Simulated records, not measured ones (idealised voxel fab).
Presented below is a process module, voxel trench capacitor.
It is cross-section cut that appears here, measuring 295 nm in width, its square cells being 5 nm in size.
Cross-section format: a grid of square cells, given as bands from top to bottom; each band is one or more rows of cells. Basically the band line says how high the top is and how high the bottom is, in nm, and then what's in it from left to right, every material with its width in nm. Empty space shows up as "blank", and if a single material carries "all across" it runs the full band edge to edge. Note: height 0 marks the level under which the wafer is uniformly one material as received. Lowest band unbounded below, written "z 0 and below". Graded width ("30->40"): value in top row of band = first number; value in bottom row = second number; row-to-row change constant. "no change occurred", as given for a step, is the statement that not any cell of the cross-section underwent a change during that step. Enclosed voids (no open way to top), threshold 8 cells or more, entry "Completely sealed voids", notation width x height at distance, distance from left edge, nm. On each step's line, the part that comes after the settings is the simulator's own comment on the step. If you see "overlay nm" on a step's line and that step has a mask, it's telling you how far right of where it was planned the mask ended up; a negative number means it went left instead.

The process steps that were planned are listed below:
1,RECEIVE [material Si]
2,CONFORMAL_DEP [material SiN] [thk nm 5]
3,MASKED_ETCH [tone open] [mask id TRENCH] [width nm 20] [pitch nm 50] [etch materials SiN] [depth nm 5] [overlay nm 0]
4,MASKED_ETCH [tone open] [mask id TRENCH] [width nm 20] [pitch nm 50] [etch materials Si] [depth nm 30] [overlay nm 0]
5,CONFORMAL_DEP [material SiO2] [thk nm 5]
6,FILL_DEP [material polySi] [thk nm 10]
7,CMP [height nm 5]
What sets these wafers apart? The thk nm at step 2. They all start alike, and the plan carries the first wafer's value.

Received wafers, first of several: cross-section after step 1:
- z 0 and below | Si all across
- Completely sealed voids: none

Wafer rows, end of module: cells per material gained (+) or lost (-) since receipt; closed voids last:
thk nm 5 | -72 Si | +47 SiN | +48 SiO2 | +36 polySi | Completely sealed voids: none
thk nm 10 | +59 SiN | Completely sealed voids: none
thk nm 15 | +59 SiN | Completely sealed voids: none
thk nm 20 | +59 SiN | Completely sealed voids: none
